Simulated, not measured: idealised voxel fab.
process module | voxel self aligned vias
cross-section cut | 230 nm wide | cells 5 nm
A cross-section is a grid of square cells, given in bands from the top down. A band is one or more rows of cells.
Each band's line starts with the height of the band's top and of its bottom, in nm. Then come its materials from left to right, each with its width in nm. One material with "throughout" fills the band from edge to edge. "air" is empty space.
Height 0 is the level under which the wafer as received is all one material. The lowest band goes on downwards, as in "0 down".
A width such as "30 to 40" changes by the same amount from each row of cells to the next, from the band's top row to its bottom row.
"no change" after a step means that no cell of the cross-section changed.
closed voids: empty space of 8 cells or more with no open way to the top, each as width x height at its distance from the left edge, in nm
after a step's settings: what the simulator itself notes on the step
overlay nm, on a step with a mask: how far to the right of its planned place the mask lay; to the left if negative
plan
1 op RECEIVE | material Si
2 op CONFORMAL_DEP | material SiO2 | thk nm 10
3 op CONFORMAL_DEP | material SiCN | thk nm 5
4 op DIRECTIONAL_DEP | material SiO2 | thk nm 30
5 op DIRECTIONAL_DEP | material aC | thk nm 15
6 op PATTERN | tone open | mask id LINES | material resist | width nm 25 | pitch nm 55 | thk nm 30 | overlay nm 0
7 op DIRECTIONAL_ETCH | etch materials aC | depth nm 15
8 op STRIP | etch materials resist
9 op DIRECTIONAL_ETCH | etch materials SiO2 | depth nm 30
10 op STRIP | etch materials aC
11 op CONFORMAL_DEP | material TiN | thk nm 5
12 op FILL_DEP | material W | thk nm 5
13 op CMP | height nm 45
14 op SELECTIVE_ETCH | etch materials W Ru TiN | depth nm 10
15 op FILL_DEP | material SiN | thk nm 5
16 op CMP | height nm 45
17 op DIRECTIONAL_DEP | material SiO2 | thk nm 15
18 op DIRECTIONAL_DEP | material aC | thk nm 10
19 op PATTERN | tone open | mask id VIAS | material resist | width nm 35 | pitch nm 55 | thk nm 25 | overlay nm 0
20 op DIRECTIONAL_ETCH | etch materials aC | depth nm 10
21 op STRIP | etch materials resist
22 op DIRECTIONAL_ETCH | etch materials SiO2 | depth nm 15
23 op DIRECTIONAL_ETCH | etch materials SiN | depth nm 10
24 op STRIP | etch materials aC
25 op CONFORMAL_DEP | material TiN | thk nm 5
26 op FILL_DEP | material Ru | thk nm 5
27 op CMP | height nm 60
28 op CONFORMAL_DEP | material SiCN | thk nm 5
first wafer, as planned
as received, after step 1
  0 down: Si throughout
  closed voids: none
after step 2
  10 to 0: SiO2 throughout
  below 0: unchanged
after step 3
  15 to 10: SiCN throughout
  below 10: unchanged
after step 4
  45 to 15: SiO2 throughout
  below 15: unchanged
after step 5
  60 to 45: aC throughout
  below 45: unchanged
after step 6
  90 to 60: resist 45 | air 25 | resist 30 | air 25 | resist 30 | air 25 | resist 50
  below 60: unchanged
after step 7
  75 to 60: resist 45 | air 25 | resist 30 | air 25 | resist 30 | air 25 | resist 50
  60 to 45: aC 45 | air 25 | aC 30 | air 25 | aC 30 | air 25 | aC 50
  below 45: unchanged
after step 8
  60 to 45: aC 45 | air 25 | aC 30 | air 25 | aC 30 | air 25 | aC 50
  below 45: unchanged
after step 9
  60 to 45: aC 45 | air 25 | aC 30 | air 25 | aC 30 | air 25 | aC 50
  45 to 15: SiO2 45 | air 25 | SiO2 30 | air 25 | SiO2 30 | air 25 | SiO2 50
  below 15: unchanged
after step 10
  45 to 15: SiO2 45 | air 25 | SiO2 30 | air 25 | SiO2 30 | air 25 | SiO2 50
  below 15: unchanged
after step 11
  50 to 45: TiN 50 | air 15 | TiN 40 | air 15 | TiN 40 | air 15 | TiN 55
  45 to 20: SiO2 45 | TiN 5 | air 15 | TiN 5 | SiO2 30 | TiN 5 | air 15 | TiN 5 | SiO2 30 | TiN 5 | air 15 | TiN 5 | SiO2 50
  20 to 15: SiO2 45 | TiN 25 | SiO2 30 | TiN 25 | SiO2 30 | TiN 25 | SiO2 50
  below 15: unchanged
after step 12
  55 to 50: W throughout
  50 to 45: TiN 50 | W 15 | TiN 40 | W 15 | TiN 40 | W 15 | TiN 55
  45 to 20: SiO2 45 | TiN 5 | W 15 | TiN 5 | SiO2 30 | TiN 5 | W 15 | TiN 5 | SiO2 30 | TiN 5 | W 15 | TiN 5 | SiO2 50
  below 20: unchanged
after step 13
  45 to 20: SiO2 45 | TiN 5 | W 15 | TiN 5 | SiO2 30 | TiN 5 | W 15 | TiN 5 | SiO2 30 | TiN 5 | W 15 | TiN 5 | SiO2 50
  below 20: unchanged
after step 14
  45 to 35: SiO2 45 | air 25 | SiO2 30 | air 25 | SiO2 30 | air 25 | SiO2 50
  below 35: unchanged
after step 15
  50 to 45: SiN throughout
  45 to 35: SiO2 45 | SiN 25 | SiO2 30 | SiN 25 | SiO2 30 | SiN 25 | SiO2 50
  below 35: unchanged
after step 16
  45 to 35: SiO2 45 | SiN 25 | SiO2 30 | SiN 25 | SiO2 30 | SiN 25 | SiO2 50
  below 35: unchanged
after step 17
  60 to 45: SiO2 throughout
  below 45: unchanged
after step 18
  70 to 60: aC throughout
  below 60: unchanged
after step 19
  95 to 70: resist 40 | air 35 | resist 20 | air 35 | resist 20 | air 35 | resist 45
  below 70: unchanged
after step 20
  85 to 70: resist 40 | air 35 | resist 20 | air 35 | resist 20 | air 35 | resist 45
  70 to 60: aC 40 | air 35 | aC 20 | air 35 | aC 20 | air 35 | aC 45
  below 60: unchanged
after step 21
  70 to 60: aC 40 | air 35 | aC 20 | air 35 | aC 20 | air 35 | aC 45
  below 60: unchanged
after step 22
  70 to 60: aC 40 | air 35 | aC 20 | air 35 | aC 20 | air 35 | aC 45
  60 to 45: SiO2 40 | air 35 | SiO2 20 | air 35 | SiO2 20 | air 35 | SiO2 45
  below 45: unchanged
after step 23
  70 to 60: aC 40 | air 35 | aC 20 | air 35 | aC 20 | air 35 | aC 45
  60 to 45: SiO2 40 | air 35 | SiO2 20 | air 35 | SiO2 20 | air 35 | SiO2 45
  45 to 35: SiO2 45 | air 25 | SiO2 30 | air 25 | SiO2 30 | air 25 | SiO2 50
  below 35: unchanged
after step 24
  60 to 45: SiO2 40 | air 35 | SiO2 20 | air 35 | SiO2 20 | air 35 | SiO2 45
  below 45: unchanged
after step 25
  65 to 60: TiN 45 | air 25 | TiN 30 | air 25 | TiN 30 | air 25 | TiN 50
  60 to 50: SiO2 40 | TiN 5 | air 25 | TiN 5 | SiO2 20 | TiN 5 | air 25 | TiN 5 | SiO2 20 | TiN 5 | air 25 | TiN 5 | SiO2 45
  50 to 40: SiO2 40 to 45 | TiN 10 to 5 | air 15 | TiN 10 to 5 | SiO2 20 to 30 | TiN 10 to 5 | air 15 | TiN 10 to 5 | SiO2 20 to 30 | TiN 10 to 5 | air 15 | TiN 10 to 5 | SiO2 45 to 50
  40 to 35: SiO2 45 | TiN 25 | SiO2 30 | TiN 25 | SiO2 30 | TiN 25 | SiO2 50
  below 35: unchanged
after step 26
  70 to 65: Ru throughout
  65 to 60: TiN 45 | Ru 25 | TiN 30 | Ru 25 | TiN 30 | Ru 25 | TiN 50
  60 to 50: SiO2 40 | TiN 5 | Ru 25 | TiN 5 | SiO2 20 | TiN 5 | Ru 25 | TiN 5 | SiO2 20 | TiN 5 | Ru 25 | TiN 5 | SiO2 45
  50 to 40: SiO2 40 to 45 | TiN 10 to 5 | Ru 15 | TiN 10 to 5 | SiO2 20 to 30 | TiN 10 to 5 | Ru 15 | TiN 10 to 5 | SiO2 20 to 30 | TiN 10 to 5 | Ru 15 | TiN 10 to 5 | SiO2 45 to 50
  below 40: unchanged
after step 27
  60 to 50: SiO2 40 | TiN 5 | Ru 25 | TiN 5 | SiO2 20 | TiN 5 | Ru 25 | TiN 5 | SiO2 20 | TiN 5 | Ru 25 | TiN 5 | SiO2 45
  below 50: unchanged
after step 28
  65 to 60: SiCN throughout
  below 60: unchanged
second wafer: like start, like plan, one mistake. Through step 18 it matches the first wafer
when step 19 should have ended
  95 to 70: resist 50 | air 35 | resist 20 | air 35 | resist 20 | air 35 | resist 35
  below 70: unchanged
when step 20 should have ended
  85 to 70: resist 50 | air 35 | resist 20 | air 35 | resist 20 | air 35 | resist 35
  70 to 60: aC 50 | air 35 | aC 20 | air 35 | aC 20 | air 35 | aC 35
  below 60: unchanged
when step 21 should have ended
  70 to 60: aC 50 | air 35 | aC 20 | air 35 | aC 20 | air 35 | aC 35
  below 60: unchanged
when step 22 should have ended
  70 to 60: aC 50 | air 35 | aC 20 | air 35 | aC 20 | air 35 | aC 35
  60 to 45: SiO2 50 | air 35 | SiO2 20 | air 35 | SiO2 20 | air 35 | SiO2 35
  below 45: unchanged
when step 23 should have ended
  70 to 60: aC 50 | air 35 | aC 20 | air 35 | aC 20 | air 35 | aC 35
  60 to 45: SiO2 50 | air 35 | SiO2 20 | air 35 | SiO2 20 | air 35 | SiO2 35
  45 to 35: SiO2 45 | SiN 5 | air 20 | SiO2 30 | SiN 5 | air 20 | SiO2 30 | SiN 5 | air 20 | SiO2 50
  below 35: unchanged
when step 24 should have ended
  60 to 45: SiO2 50 | air 35 | SiO2 20 | air 35 | SiO2 20 | air 35 | SiO2 35
  below 45: unchanged
when step 25 should have ended
  65 to 60: TiN 55 | air 25 | TiN 30 | air 25 | TiN 30 | air 25 | TiN 40
  60 to 50: SiO2 50 | TiN 5 | air 25 | TiN 5 | SiO2 20 | TiN 5 | air 25 | TiN 5 | SiO2 20 | TiN 5 | air 25 | TiN 5 | SiO2 35
  50 to 45: SiO2 50 | TiN 5 | air 10 | TiN 20 | SiO2 20 | TiN 5 | air 10 | TiN 20 | SiO2 20 | TiN 5 | air 10 | TiN 20 | SiO2 35
  45 to 40: SiO2 45 | SiN 5 | TiN 5 | air 10 | TiN 5 | SiO2 30 | SiN 5 | TiN 5 | air 10 | TiN 5 | SiO2 30 | SiN 5 | TiN 5 | air 10 | TiN 5 | SiO2 50
  40 to 35: SiO2 45 | SiN 5 | TiN 20 | SiO2 30 | SiN 5 | TiN 20 | SiO2 30 | SiN 5 | TiN 20 | SiO2 50
  below 35: unchanged
when step 26 should have ended
  70 to 65: Ru throughout
  65 to 60: TiN 55 | Ru 25 | TiN 30 | Ru 25 | TiN 30 | Ru 25 | TiN 40
  60 to 50: SiO2 50 | TiN 5 | Ru 25 | TiN 5 | SiO2 20 | TiN 5 | Ru 25 | TiN 5 | SiO2 20 | TiN 5 | Ru 25 | TiN 5 | SiO2 35
  50 to 45: SiO2 50 | TiN 5 | Ru 10 | TiN 20 | SiO2 20 | TiN 5 | Ru 10 | TiN 20 | SiO2 20 | TiN 5 | Ru 10 | TiN 20 | SiO2 35
  45 to 40: SiO2 45 | SiN 5 | TiN 5 | Ru 10 | TiN 5 | SiO2 30 | SiN 5 | TiN 5 | Ru 10 | TiN 5 | SiO2 30 | SiN 5 | TiN 5 | Ru 10 | TiN 5 | SiO2 50
  below 40: unchanged
when step 27 should have ended
  60 to 50: SiO2 50 | TiN 5 | Ru 25 | TiN 5 | SiO2 20 | TiN 5 | Ru 25 | TiN 5 | SiO2 20 | TiN 5 | Ru 25 | TiN 5 | SiO2 35
  below 50: unchanged
when step 28 should have ended
  65 to 60: SiCN throughout
  below 60: unchanged
what went wrong: step 19 ran as: op PATTERN | tone open | mask id VIAS | material resist | width nm 35 | pitch nm 55 | thk nm 25 | overlay nm 10
at the end the second wafer has, in cells: 6 fewer of Ru | 6 more of SiN
